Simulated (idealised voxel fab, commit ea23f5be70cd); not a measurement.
Process module name: voxel capacitor over wiring
The cross-section on display is named cut; it measures 275 nm wide, and its cells are 5 nm squares.
A cross-section is a grid of square cells, given in bands from the top down. A band is one or more rows of cells.
Per band: top height and bottom height in nm, followed by the left-to-right materials and their widths in nm; "edge to edge" marks a single material spanning edge to edge, "air" marks empty space.
Heights are reckoned from 0. Under this level, the received wafer is all of one material. The bottommost band is open-ended downward, for example "top 0, no bottom".
Graded width ("30->40"): value in top row of band = first number; value in bottom row = second number; row-to-row change constant.
No cell of the cross-section changed in a step that is given as "all unchanged".
"Closed void catalog" contains a list of empty spaces, each no smaller than 8 cells and without an open way to the top, written in the form width x height at distance with the distance from the left edge and all three in nm.
Formally, on a step line, whatever follows the settings is a remark that the simulator itself makes on the step.
If you see "overlay nm" on a step's line and that step has a mask, it's telling you how far right of where it was planned the mask ended up; a negative number means it went left instead.

Steps planned for the process
1) op RECEIVE | material Si
2) op CONFORMAL_DEP | material SiO2 | thk nm 15
3) op DIRECTIONAL_DEP | material TiN | thk nm 5
4) op DIRECTIONAL_DEP | material Ru | thk nm 25
5) op PATTERN | tone cover | mask id METAL_1 | material resist | width nm 30 | pitch nm 100 | thk nm 20 | overlay nm 0
6) op DIRECTIONAL_ETCH | etch materials Ru | depth nm 25
7) op DIRECTIONAL_ETCH | etch materials TiN | depth nm 5
8) op STRIP | etch materials resist
9) op FILL_DEP | material lowk | thk nm 10
10) op CMP | height nm 45
11) op CONFORMAL_DEP | material SiCN | thk nm 5
12) op DIRECTIONAL_DEP | material SiO2 | thk nm 20
13) op MASKED_ETCH | tone open | mask id PLUG_1 | width nm 15 | etch materials SiO2 | depth nm 20 | overlay nm 0
14) op MASKED_ETCH | tone open | mask id PLUG_1 | width nm 15 | etch materials SiCN | depth nm 5 | overlay nm 0
15) op CONFORMAL_DEP | material TiN | thk nm 5
16) op FILL_DEP | material W | thk nm 10
17) op CMP | height nm 70
18) op DIRECTIONAL_DEP | material TiN | thk nm 5
19) op DIRECTIONAL_DEP | material SiN | thk nm 5
20) op DIRECTIONAL_DEP | material TiN | thk nm 5
21) op PATTERN | tone cover | mask id UPPER_PLATE | material resist | width nm 75 | thk nm 15 | overlay nm 0
22) op DIRECTIONAL_ETCH | etch materials TiN | depth nm 5
23) op DIRECTIONAL_ETCH | etch materials SiN | depth nm 5
24) op STRIP | etch materials resist
25) op MASKED_ETCH | tone cover | mask id LOWER_PLATE | width nm 85 | etch materials TiN | depth nm 5 | overlay nm 0
26) op FILL_DEP | material SiO2 | thk nm 20
27) op CMP | height nm 100
28) op DIRECTIONAL_DEP | material aC | thk nm 15
29) op PATTERN | tone open | mask id PLUG_2 | material resist | width nm 15 | thk nm 35 | overlay nm 0
30) op DIRECTIONAL_ETCH | etch materials aC | depth nm 15
31) op STRIP | etch materials resist
32) op DIRECTIONAL_ETCH | etch materials SiO2 | depth nm 15
33) op STRIP | etch materials aC
34) op CONFORMAL_DEP | material TiN | thk nm 5
35) op FILL_DEP | material W | thk nm 10
36) op CMP | height nm 100
37) op CONFORMAL_DEP | material SiN | thk nm 5

As-received state of the wafer in cross-section, equivalent to post-step 1
top 0, no bottom  Si edge to edge
Closed void catalog: none

Cross-sectional image of the first of two wafers at the end of the module, the run having proceeded as planned
top 105, bottom 100  SiN edge to edge
top 100, bottom 90  SiO2 (95)  TiN (5)  W (5)  TiN (5)  SiO2 (165)
top 90, bottom 80  SiO2 (95->85)  TiN (15->75)  SiO2 (165->115)
top 80, bottom 75  SiO2 (85)  SiN (75)  SiO2 (115)
top 75, bottom 70  SiO2 (80)  TiN (85)  SiO2 (110)
top 70, bottom 50  SiO2 (85)  TiN (5)  W (5)  TiN (5)  SiO2 (175)
top 50, bottom 45  SiCN (85)  TiN (15)  SiCN (175)
top 45, bottom 20  lowk (70)  Ru (30)  lowk (70)  Ru (30)  lowk (75)
top 20, bottom 15  lowk (70)  TiN (30)  lowk (70)  TiN (30)  lowk (75)
top 15, bottom 0  SiO2 edge to edge
top 0, no bottom  Si edge to edge
Closed void catalog: none

Cross-section, wafer two of two, end of module: same start and plan as wafer one, one error in execution
top 105, bottom 100  SiN edge to edge
top 100, bottom 90  SiO2 (95)  TiN (5)  W (5)  TiN (5)  SiO2 (165)
top 90, bottom 80  SiO2 (95->85)  TiN (15->75)  SiO2 (165->115)
top 80, bottom 75  SiO2 (85)  SiN (75)  SiO2 (115)
top 75, bottom 70  SiO2 (80)  TiN (85)  SiO2 (110)
top 70, bottom 55  W (80)  TiN (5)  SiO2 (15)  TiN (5)  W (170)
top 55, bottom 50  TiN (85)  SiO2 (15)  TiN (175)
top 50, bottom 45  SiCN edge to edge
top 45, bottom 20  lowk (70)  Ru (30)  lowk (70)  Ru (30)  lowk (75)
top 20, bottom 15  lowk (70)  TiN (30)  lowk (70)  TiN (30)  lowk (75)
top 15, bottom 0  SiO2 edge to edge
top 0, no bottom  Si edge to edge
Closed void catalog: none
Where did the run depart from the plan? in deviation from the planned setting, step 13 was conducted as op MASKED_ETCH | tone cover | mask id PLUG_1 | width nm 15 | etch materials SiO2 | depth nm 20 | overlay nm 0
End of process, cell counts, second wafer against first, materials with more or fewer: SiCN: 3 more | SiO2: 196 fewer | TiN: 47 more | W: 146 more
